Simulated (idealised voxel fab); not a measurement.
Documented hereafter: the process module known as voxel fin reveal.
Each square cell in cross-section cut measures 5 nm, and the section as a whole is 245 nm wide.
When this document writes out a cross-section, it uses a grid of square cells and lists it as bands, beginning at the top and moving down, with a band standing for one or more rows of cells.
Look at the band entry: it leads with the top's height and the bottom's height in nm. Then it lists the materials left to right, with a width in nm for each. The word "full width" on a single material says that material fills the band edge to edge. The word "blank" is empty space.
Heights are expressed relative to 0, this being the level below which the as-received wafer comprises one material exclusively. The lowest band is unbounded in the downward direction and is denoted as in "z 0 and below".
It should be noted that a width expressed as "30->40" varies in equal increments from row to row of cells within the band, taking the value of the first number at the top row and that of the second number at the bottom row.
"remained unchanged", as given for a step, is the statement that not any cell of the cross-section underwent a change during that step.
Empty spaces without an open route to the top, at least 8 cells in extent, make up the entry "Trapped void list"; each is given as width x height at distance, where the distance is measured from the left edge, and all are in nm.
The remark found on a step's line after its settings is issued by the simulator itself and pertains to that step.
Among the settings permitted on a step's line is "overlay nm"; applied to a step with a mask, it specifies the extent to which the mask lay to the right of its planned position, whereas a negative figure signifies a position to the left.

The process steps that were planned are listed below:
step 1: RECEIVE (material Si)
step 2: CONFORMAL_DEP (material SiN; thk nm 10)
step 3: PATTERN (tone cover; mask id FINS; material resist; width nm 15; pitch nm 40; thk nm 15; overlay nm 0)
step 4: DIRECTIONAL_ETCH (etch materials SiN; depth nm 10)
step 5: DIRECTIONAL_ETCH (etch materials Si; depth nm 40)
step 6: STRIP (etch materials resist)
step 7: OXIDIZE (depth nm 5)
step 8: FILL_DEP (material SiO2; thk nm 10)
step 9: CMP (height nm 10)
step 10: SELECTIVE_ETCH (etch materials SiO2; depth nm 35)
step 11: STRIP (etch materials SiN)
step 12: CONFORMAL_DEP (material HfO2; thk nm 5)

Wafer cross-section on receipt, i.e. after step 1:
	z 0 and below: Si full width
	Trapped void list: none

Look at the cross-section after the module: the wafer started out the way shown above and the plan was the one shown above, yet one mistake was made along the way:
	z 5 to 0: 75 blank | 20 HfO2 | 20 blank | 20 HfO2 | 20 blank | 20 HfO2 | 70 blank
	z 0 to -20: 75 blank | 5 HfO2 | 10 Si | 5 HfO2 | 20 blank | 5 HfO2 | 10 Si | 5 HfO2 | 20 blank | 5 HfO2 | 10 Si | 5 HfO2 | 70 blank
	z -20 to -25: 80 HfO2 | 10 Si | 30 HfO2 | 10 Si | 30 HfO2 | 10 Si | 75 HfO2
	z -25 to -45: 80 SiO2 | 10 Si | 30 SiO2 | 10 Si | 30 SiO2 | 10 Si | 75 SiO2
	z -45 and below: Si full width
	Trapped void list: none
What went wrong in running the wafer? step 3 was not run as planned; what actually ran was PATTERN (tone cover; mask id FINS; material resist; width nm 20; pitch nm 40; thk nm 15; overlay nm 0)
